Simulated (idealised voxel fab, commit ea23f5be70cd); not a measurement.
This section sets out a process module, namely voxel wiring stack.
Shown is cross-section cut, with a width of 235 nm and square cells of size 5 nm.
Cross-section layout: square cells on a grid; listed as bands, top to bottom; a band spans one or more cell rows.
It is stipulated that each band's entry specify, in nanometres, the height of the top of the band and then that of its bottom, followed by the materials of the band in left-to-right sequence, each together with its width in nanometres. A single material marked by the word "throughout" is understood to fill the band from edge to edge; the word "blank" is understood to denote empty space.
Counting heights begins at 0, where everything beneath is, in the wafer as received, one material. The lowest band has no bottom; it goes on downwards, as "0..down" shows.
Quick explanation for "30 to 40": the width changes in equal steps down the rows of cells, from the first number in the band's top row to the second number in its bottom row.
For the purposes of this document, the phrase "left unchanged" attached to a step denotes that no cell within the cross-section was modified by that step.
Entry "Enclosed void list" = empty spaces >= 8 cells with no open way to the top; each as width x height at distance, distance from left edge, all nm.
Anything after a step's settings on that line? It's the simulator's own note about the step.
You can add "overlay nm" to a step's line. For a step with a mask, it describes how far the mask lay to the right of its planned position, and a negative number describes a lay to the left.

[Set out below are the planned steps of the process]
1: RECEIVE: material Si
2: CONFORMAL_DEP: material SiO2, thk nm 10
3: CONFORMAL_DEP: material SiCN, thk nm 5
4: DIRECTIONAL_DEP: material lowk, thk nm 15
5: DIRECTIONAL_DEP: material aC, thk nm 15
6: PATTERN: tone open, mask id METAL_1, material resist, width nm 25, pitch nm 50, thk nm 30, overlay nm 0
7: DIRECTIONAL_ETCH: etch materials aC, depth nm 15
8: STRIP: etch materials resist
9: DIRECTIONAL_ETCH: etch materials lowk, depth nm 15
10: DIRECTIONAL_ETCH: etch materials SiCN, depth nm 5
11: STRIP: etch materials aC
12: CONFORMAL_DEP: material TiN, thk nm 5
13: FILL_DEP: material Cu, thk nm 10
14: CMP: height nm 30
15: CONFORMAL_DEP: material SiCN, thk nm 5
16: DIRECTIONAL_DEP: material lowk, thk nm 15
17: DIRECTIONAL_DEP: material aC, thk nm 10
18: PATTERN: tone open, mask id PLUG_1, material resist, width nm 15, pitch nm 50, thk nm 30, overlay nm 0
19: DIRECTIONAL_ETCH: etch materials aC, depth nm 10
20: STRIP: etch materials resist
21: DIRECTIONAL_ETCH: etch materials lowk, depth nm 15
22: DIRECTIONAL_ETCH: etch materials SiCN, depth nm 5
23: STRIP: etch materials aC
24: CONFORMAL_DEP: material TiN, thk nm 5
25: FILL_DEP: material Cu, thk nm 5
26: CMP: height nm 50
27: CONFORMAL_DEP: material SiCN, thk nm 5
28: DIRECTIONAL_DEP: material SiO2, thk nm 20
29: PATTERN: tone open, mask id METAL_2, material resist, width nm 25, pitch nm 50, thk nm 20, overlay nm 0
30: DIRECTIONAL_ETCH: etch materials SiO2, depth nm 20
31: DIRECTIONAL_ETCH: etch materials SiCN, depth nm 5
32: STRIP: etch materials resist
33: CONFORMAL_DEP: material TiN, thk nm 5
34: FILL_DEP: material W, thk nm 10
35: CMP: height nm 75
36: CONFORMAL_DEP: material SiCN, thk nm 5
37: DIRECTIONAL_DEP: material SiO2, thk nm 25
38: DIRECTIONAL_DEP: material aC, thk nm 15
39: PATTERN: tone open, mask id METAL_3, material resist, width nm 25, pitch nm 50, thk nm 35, overlay nm -15
40: DIRECTIONAL_ETCH: etch materials aC, depth nm 15
41: STRIP: etch materials resist
42: DIRECTIONAL_ETCH: etch materials SiO2, depth nm 15
43: STRIP: etch materials aC
44: PATTERN: tone open, mask id METAL_3_HOLES, material resist, width nm 15, pitch nm 50, thk nm 15, overlay nm 0
45: DIRECTIONAL_ETCH: etch materials SiO2, depth nm 10
46: DIRECTIONAL_ETCH: etch materials SiCN, depth nm 5
47: STRIP: etch materials resist
48: CONFORMAL_DEP: material TiN, thk nm 5
49: FILL_DEP: material Ru, thk nm 10
50: CMP: height nm 105
51: CONFORMAL_DEP: material SiCN, thk nm 5
Variable across wafers: step 39 overlay nm (plan value is that of the first wafer; starting state common to all).

[So this is the first of several wafers, cross-sectioned as it came to us, meaning it's at the end of step 1]
    0..down: Si throughout
    Enclosed void list: none

[End of module: cross-section of the first of several wafers after step 51, the last step]
    110..105: SiCN throughout
    105..95: SiO2 65 | TiN 5 | Ru 20 to 15 | TiN 5 to 10 | SiO2 20 | TiN 5 | Ru 20 to 15 | TiN 5 to 10 | SiO2 90
    95..90: SiO2 65 | TiN 25 | SiO2 25 | TiN 25 | SiO2 95
    90..80: SiO2 80 | TiN 10 | SiO2 40 | TiN 10 | SiO2 95
    80..75: SiCN 80 | TiN 10 | SiCN 40 | TiN 10 | SiCN 95
    75..55: SiO2 80 | TiN 5 | W 15 | TiN 5 | SiO2 25 | TiN 5 | W 15 | TiN 5 | SiO2 80
    55..50: SiCN 80 | TiN 25 | SiCN 25 | TiN 25 | SiCN 80
    50..35: lowk 80 | TiN 5 | Cu 5 | TiN 5 | lowk 35 | TiN 5 | Cu 5 | TiN 5 | lowk 90
    35..30: SiCN 80 | TiN 15 | SiCN 35 | TiN 15 | SiCN 90
    30..15: lowk 80 | TiN 5 | Cu 15 | TiN 5 | lowk 25 | TiN 5 | Cu 15 | TiN 5 | lowk 80
    15..10: SiCN 80 | TiN 25 | SiCN 25 | TiN 25 | SiCN 80
    10..0: SiO2 throughout
    0..down: Si throughout
    Enclosed void list: none

[Module end, final wafer: cross-section]
    110..105: SiCN throughout
    105..95: SiO2 80 | TiN 5 to 20 | Ru 30 to 15 | TiN 5 | SiO2 10 | TiN 5 to 20 | Ru 30 to 15 | TiN 5 | SiO2 65
    95..90: SiO2 95 | TiN 25 | SiO2 25 | TiN 25 | SiO2 65
    90..80: SiO2 throughout
    80..75: SiCN throughout
    75..55: SiO2 80 | TiN 5 | W 15 | TiN 5 | SiO2 25 | TiN 5 | W 15 | TiN 5 | SiO2 80
    55..50: SiCN 80 | TiN 25 | SiCN 25 | TiN 25 | SiCN 80
    50..35: lowk 80 | TiN 5 | Cu 5 | TiN 5 | lowk 35 | TiN 5 | Cu 5 | TiN 5 | lowk 90
    35..30: SiCN 80 | TiN 15 | SiCN 35 | TiN 15 | SiCN 90
    30..15: lowk 80 | TiN 5 | Cu 15 | TiN 5 | lowk 25 | TiN 5 | Cu 15 | TiN 5 | lowk 80
    15..10: SiCN 80 | TiN 25 | SiCN 25 | TiN 25 | SiCN 80
    10..0: SiO2 throughout
    0..down: Si throughout
    Enclosed void list: none

[Take any row and you have a wafer at the end of the module: how many cells of each material it has gained (+) or lost (-) since it was received, and then its closed voids]
overlay nm -15; +24 Cu; +14 Ru; +205 SiCN; +435 SiO2; +98 TiN; +24 W; +234 lowk; Enclosed void list: none
overlay nm -10; +24 Cu; +18 Ru; +203 SiCN; +435 SiO2; +96 TiN; +24 W; +234 lowk; Enclosed void list: none
overlay nm -5; +24 Cu; +18 Ru; +203 SiCN; +435 SiO2; +96 TiN; +24 W; +234 lowk; Enclosed void list: none
overlay nm 0; +24 Cu; +18 Ru; +203 SiCN; +435 SiO2; +96 TiN; +24 W; +234 lowk; Enclosed void list: none
overlay nm 5; +24 Cu; +14 Ru; +205 SiCN; +435 SiO2; +98 TiN; +24 W; +234 lowk; Enclosed void list: none
overlay nm 10; +24 Cu; +16 Ru; +207 SiCN; +435 SiO2; +94 TiN; +24 W; +234 lowk; Enclosed void list: none
overlay nm 15; +24 Cu; +18 Ru; +209 SiCN; +435 SiO2; +90 TiN; +24 W; +234 lowk; Enclosed void list: none
